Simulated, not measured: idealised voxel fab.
process module | voxel ribs on slabs
cross-section cut | 145 nm wide | cells 5 nm
A cross-section is a grid of square cells, given in bands from the top down. A band is one or more rows of cells.
Each band's line starts with the height of the band's top and of its bottom, in nm. Then come its materials from left to right, each with its width in nm. One material with "throughout" fills the band from edge to edge. "air" is empty space.
Height 0 is the level under which the wafer as received is all one material. The lowest band goes on downwards, as in "0 down".
A width such as "30 to 40" changes by the same amount from each row of cells to the next, from the band's top row to its bottom row.
"no change" after a step means that no cell of the cross-section changed.
closed voids: empty space of 8 cells or more with no open way to the top, each as width x height at its distance from the left edge, in nm
after a step's settings: what the simulator itself notes on the step
overlay nm, on a step with a mask: how far to the right of its planned place the mask lay; to the left if negative
plan
1 op RECEIVE | material Si
2 op DIRECTIONAL_DEP | material SiO2 | thk nm 30
3 op DIRECTIONAL_DEP | material polySi | thk nm 20
4 op DIRECTIONAL_DEP | material aC | thk nm 15
5 op PATTERN | tone cover | mask id RIB | material resist | width nm 30 | thk nm 35 | overlay nm 0
6 op DIRECTIONAL_ETCH | etch materials aC | depth nm 15
7 op STRIP | etch materials resist
8 op DIRECTIONAL_ETCH | etch materials polySi | depth nm 15
9 op STRIP | etch materials aC
10 op PATTERN | tone cover | mask id SLAB | material resist | width nm 90 | thk nm 15 | overlay nm 0
11 op DIRECTIONAL_ETCH | etch materials polySi | depth nm 5
12 op STRIP | etch materials resist
13 op FILL_DEP | material SiO2 | thk nm 25
14 op CMP | height nm 70
15 op DIRECTIONAL_DEP | material TiN | thk nm 5
16 op PATTERN | tone cover | mask id HEATER | material resist | width nm 40 | thk nm 15 | overlay nm 0
17 op DIRECTIONAL_ETCH | etch materials TiN | depth nm 5
18 op STRIP | etch materials resist
19 op CONFORMAL_DEP | material SiO2 | thk nm 10
first wafer, as planned
as received, after step 1
  0 down: Si throughout
  closed voids: none
after step 2
  30 to 0: SiO2 throughout
  below 0: unchanged
after step 3
  50 to 30: polySi throughout
  below 30: unchanged
after step 4
  65 to 50: aC throughout
  below 50: unchanged
after step 5
  100 to 65: air 55 | resist 30 | air 60
  below 65: unchanged
after step 6
  85 to 65: air 55 | resist 30 | air 60
  65 to 50: air 55 | aC 30 | air 60
  below 50: unchanged
after step 7
  65 to 50: air 55 | aC 30 | air 60
  below 50: unchanged
after step 8
  65 to 50: air 55 | aC 30 | air 60
  50 to 35: air 55 | polySi 30 | air 60
  below 35: unchanged
after step 9
  50 to 35: air 55 | polySi 30 | air 60
  below 35: unchanged
after step 10
  65 to 50: air 25 | resist 90 | air 30
  50 to 35: air 25 | resist 30 | polySi 30 | resist 30 | air 30
  below 35: unchanged
after step 11
  65 to 50: air 25 | resist 90 | air 30
  50 to 35: air 25 | resist 30 | polySi 30 | resist 30 | air 30
  35 to 30: air 25 | polySi 90 | air 30
  below 30: unchanged
after step 12
  50 to 35: air 55 | polySi 30 | air 60
  below 35: unchanged
after step 13
  75 to 50: SiO2 throughout
  50 to 35: SiO2 55 | polySi 30 | SiO2 60
  35 to 30: SiO2 25 | polySi 90 | SiO2 30
  below 30: unchanged
after step 14
  70 to 50: SiO2 throughout
  below 50: unchanged
after step 15
  75 to 70: TiN throughout
  below 70: unchanged
after step 16
  90 to 75: air 50 | resist 40 | air 55
  below 75: unchanged
after step 17
  90 to 75: air 50 | resist 40 | air 55
  75 to 70: air 50 | TiN 40 | air 55
  below 70: unchanged
after step 18
  75 to 70: air 50 | TiN 40 | air 55
  below 70: unchanged
after step 19
  85 to 80: air 40 | SiO2 60 | air 45
  80 to 75: SiO2 throughout
  75 to 70: SiO2 50 | TiN 40 | SiO2 55
  below 70: unchanged
second wafer: like start, like plan, one mistake. Through step 2 it matches the first wafer
when step 3 should have ended
  45 to 30: aC throughout
  below 30: unchanged
when step 4 should have ended
  65 to 45: polySi throughout
  below 45: unchanged
when step 5 should have ended
  100 to 65: air 55 | resist 30 | air 60
  below 65: unchanged
when step 6 should have ended
  85 to 65: air 55 | resist 30 | air 60
  below 65: unchanged
when step 7 should have ended
  65 to 45: polySi throughout
  below 45: unchanged
when step 8 should have ended
  50 to 45: polySi throughout
  below 45: unchanged
when step 9 should have ended: no change
when step 10 should have ended
  65 to 50: air 25 | resist 90 | air 30
  below 50: unchanged
when step 11 should have ended
  65 to 50: air 25 | resist 90 | air 30
  50 to 45: air 25 | polySi 90 | air 30
  below 45: unchanged
when step 12 should have ended
  50 to 45: air 25 | polySi 90 | air 30
  below 45: unchanged
when step 13 should have ended
  75 to 50: SiO2 throughout
  50 to 45: SiO2 25 | polySi 90 | SiO2 30
  below 45: unchanged
when step 14 should have ended
  70 to 50: SiO2 throughout
  below 50: unchanged
when step 15 should have ended
  75 to 70: TiN throughout
  below 70: unchanged
when step 16 should have ended
  90 to 75: air 50 | resist 40 | air 55
  below 75: unchanged
when step 17 should have ended
  90 to 75: air 50 | resist 40 | air 55
  75 to 70: air 50 | TiN 40 | air 55
  below 70: unchanged
when step 18 should have ended
  75 to 70: air 50 | TiN 40 | air 55
  below 70: unchanged
when step 19 should have ended
  85 to 80: air 40 | SiO2 60 | air 45
  80 to 75: SiO2 throughout
  75 to 70: SiO2 50 | TiN 40 | SiO2 55
  below 70: unchanged
what went wrong: steps 3 and 4 were swapped
at the end the second wafer has, in cells: 69 fewer of SiO2 | 87 more of aC | 18 fewer of polySi
